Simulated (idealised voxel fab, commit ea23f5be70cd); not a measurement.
process module | voxel wiring stack
cross-section cut | 260 nm wide | cells 5 nm
A cross-section is a grid of square cells, given in bands from the top down. A band is one or more rows of cells.
Each band's line starts with the height of the band's top and of its bottom, in nm. Then come its materials from left to right, each with its width in nm. One material with "throughout" fills the band from edge to edge. "air" is empty space.
Height 0 is the level under which the wafer as received is all one material. The lowest band goes on downwards, as in "0 down".
A width such as "30 to 40" changes by the same amount from each row of cells to the next, from the band's top row to its bottom row.
"no change" after a step means that no cell of the cross-section changed.
closed voids: empty space of 8 cells or more with no open way to the top, each as width x height at its distance from the left edge, in nm
after a step's settings: what the simulator itself notes on the step
overlay nm, on a step with a mask: how far to the right of its planned place the mask lay; to the left if negative
plan
1 op RECEIVE | material Si
2 op CONFORMAL_DEP | material SiO2 | thk nm 15
3 op CONFORMAL_DEP | material SiN | thk nm 5
4 op DIRECTIONAL_DEP | material lowk | thk nm 25
5 op DIRECTIONAL_DEP | material aC | thk nm 10
6 op PATTERN | tone open | mask id METAL_1 | material resist | width nm 25 | pitch nm 40 | thk nm 30 | overlay nm 0
7 op DIRECTIONAL_ETCH | etch materials aC | depth nm 10
8 op STRIP | etch materials resist
9 op DIRECTIONAL_ETCH | etch materials lowk | depth nm 25
10 op DIRECTIONAL_ETCH | etch materials SiN | depth nm 5
11 op STRIP | etch materials aC
12 op CONFORMAL_DEP | material TiN | thk nm 5
13 op FILL_DEP | material Ru | thk nm 10
14 op CMP | height nm 45
15 op EPI | material Ru | thk nm 5
16 op FILL_DEP | material SiCN | thk nm 5
17 op DIRECTIONAL_DEP | material lowk | thk nm 30
18 op DIRECTIONAL_DEP | material aC | thk nm 10
19 op PATTERN | tone open | mask id METAL_2_HOLES | material resist | width nm 15 | pitch nm 40 | thk nm 25 | overlay nm 0
20 op DIRECTIONAL_ETCH | etch materials aC | depth nm 10
21 op STRIP | etch materials resist
22 op DIRECTIONAL_ETCH | etch materials lowk | depth nm 30
23 op STRIP | etch materials aC
24 op PATTERN | tone open | mask id METAL_2 | material resist | width nm 25 | pitch nm 40 | thk nm 15 | overlay nm 0
25 op DIRECTIONAL_ETCH | etch materials lowk | depth nm 15
26 op DIRECTIONAL_ETCH | etch materials SiCN | depth nm 5
27 op STRIP | etch materials resist
28 op CONFORMAL_DEP | material TiN | thk nm 5
29 op FILL_DEP | material Cu | thk nm 5
30 op CMP | height nm 85
31 op CONFORMAL_DEP | material SiN | thk nm 5
as received, after step 1
  0 down: Si throughout
  closed voids: none
a wafer at the end: this start, this plan, one mistake
  90 to 85: SiN throughout
  85 to 80: SiCN 55 | TiN 25 | SiCN 15 | TiN 25 | SiCN 15 | TiN 25 | SiCN 15 | TiN 25 | SiCN 60
  80 to 75: SiCN 50 | lowk 35 | SiCN 5 | lowk 35 | SiCN 5 | lowk 35 | SiCN 5 | lowk 35 | SiCN 55
  75 to 50: lowk throughout
  50 to 45: lowk 50 | Ru 35 | lowk 5 | Ru 35 | lowk 5 | Ru 35 | lowk 5 | Ru 35 | lowk 55
  45 to 20: lowk 55 | TiN 5 | Ru 15 | TiN 5 | lowk 15 | TiN 5 | Ru 15 | TiN 5 | lowk 15 | TiN 5 | Ru 15 | TiN 5 | lowk 15 | TiN 5 | Ru 15 | TiN 5 | lowk 60
  20 to 15: SiN 55 | TiN 25 | SiN 15 | TiN 25 | SiN 15 | TiN 25 | SiN 15 | TiN 25 | SiN 60
  15 to 0: SiO2 throughout
  0 down: Si throughout
  closed voids: none
what went wrong: steps 16 and 17 were swapped
